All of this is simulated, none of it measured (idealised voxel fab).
Process module under the name voxel tone inversion
Cross-section cut: width 155 nm, square cells of 5 nm.
Notation: cross-section as square-cell grid; stated in bands, top first, going down; one or more cell rows per band. Basically the band line says how high the top is and how high the bottom is, in nm, and then what's in it from left to right, every material with its width in nm. Empty space shows up as "air", and if a single material carries "everywhere" it runs the full band edge to edge. Heights from 0 (as-received wafer is one material below). Bottom band endless downward, as "0 -> down". Think of "30..40" as a width that walks from the first number to the second as you go down the band, top row to bottom row, taking equal-sized steps from row to row. It should be understood that the words "no alterations made", when stated for a given step, signify that the cross-section underwent no change in any of its cells during that step. Entry "Closed internal cavities" = empty spaces >= 8 cells with no open way to the top; each as width x height at distance, distance from left edge, all nm. Heads up: the bit after the settings on a step's line is the simulator's remark on that step. A step line may carry the setting "overlay nm", which, for steps involving a mask, states the distance by which the mask lay to the right of its intended position; negative values denote displacement to the left.
Process steps - plan
step 1: RECEIVE with material Si
step 2: CONFORMAL_DEP with material SiN, thk nm 5
step 3: DIRECTIONAL_DEP with material polySi, thk nm 15
step 4: PATTERN with tone cover, mask id POSTS, material resist, width nm 25, pitch nm 55, thk nm 20, overlay nm -15
step 5: DIRECTIONAL_ETCH with etch materials polySi, depth nm 15
step 6: STRIP with etch materials resist
step 7: FILL_DEP with material lowk, thk nm 5
step 8: CMP with height nm 20
step 9: STRIP with etch materials polySi
step 10: CONFORMAL_DEP with material TiN, thk nm 5
step 11: FILL_DEP with material Ru, thk nm 10
step 12: CMP with height nm 20
step 13: CONFORMAL_DEP with material SiN, thk nm 5
Same starting wafers, different overlay nm at step 4. Plan value belongs to the first wafer.
Cross-section of the first of several wafers on receipt, reflecting completion of step 1
	0 -> down | Si everywhere
	Closed internal cavities: none
First of several wafers, sectioned at end of module (last step: step 13)
	25 -> 20 | SiN everywhere
	20 -> 10 | lowk 20 nm, TiN 5 nm, Ru 15 nm, TiN 5 nm, lowk 30 nm, TiN 5 nm, Ru 15 nm, TiN 5 nm, lowk 55 nm
	10 -> 5 | lowk 20 nm, TiN 25 nm, lowk 30 nm, TiN 25 nm, lowk 55 nm
	5 -> 0 | SiN everywhere
	0 -> down | Si everywhere
	Closed internal cavities: none
Showing the last wafer in cross-section at the end of the module
	25 -> 20 | SiN everywhere
	20 -> 10 | lowk 50 nm, TiN 5 nm, Ru 15 nm, TiN 5 nm, lowk 30 nm, TiN 5 nm, Ru 15 nm, TiN 5 nm, lowk 25 nm
	10 -> 5 | lowk 50 nm, TiN 25 nm, lowk 30 nm, TiN 25 nm, lowk 25 nm
	5 -> 0 | SiN everywhere
	0 -> down | Si everywhere
	Closed internal cavities: none
So in this table every wafer gets its own row, and what you see is where it stands at the end of the module: for each material, how many cells it picked up (+) or gave up (-) since we received it, and after that its closed voids
overlay nm -15, +12 Ru, +62 SiN, +18 TiN, +63 lowk, Closed internal cavities: none
overlay nm -10, +12 Ru, +62 SiN, +18 TiN, +63 lowk, Closed internal cavities: none
overlay nm -5, +12 Ru, +62 SiN, +18 TiN, +63 lowk, Closed internal cavities: none
overlay nm 0, +12 Ru, +62 SiN, +18 TiN, +63 lowk, Closed internal cavities: none
overlay nm 5, +12 Ru, +62 SiN, +18 TiN, +63 lowk, Closed internal cavities: none
overlay nm 10, +12 Ru, +62 SiN, +18 TiN, +63 lowk, Closed internal cavities: none
overlay nm 15, +12 Ru, +62 SiN, +18 TiN, +63 lowk, Closed internal cavities: none
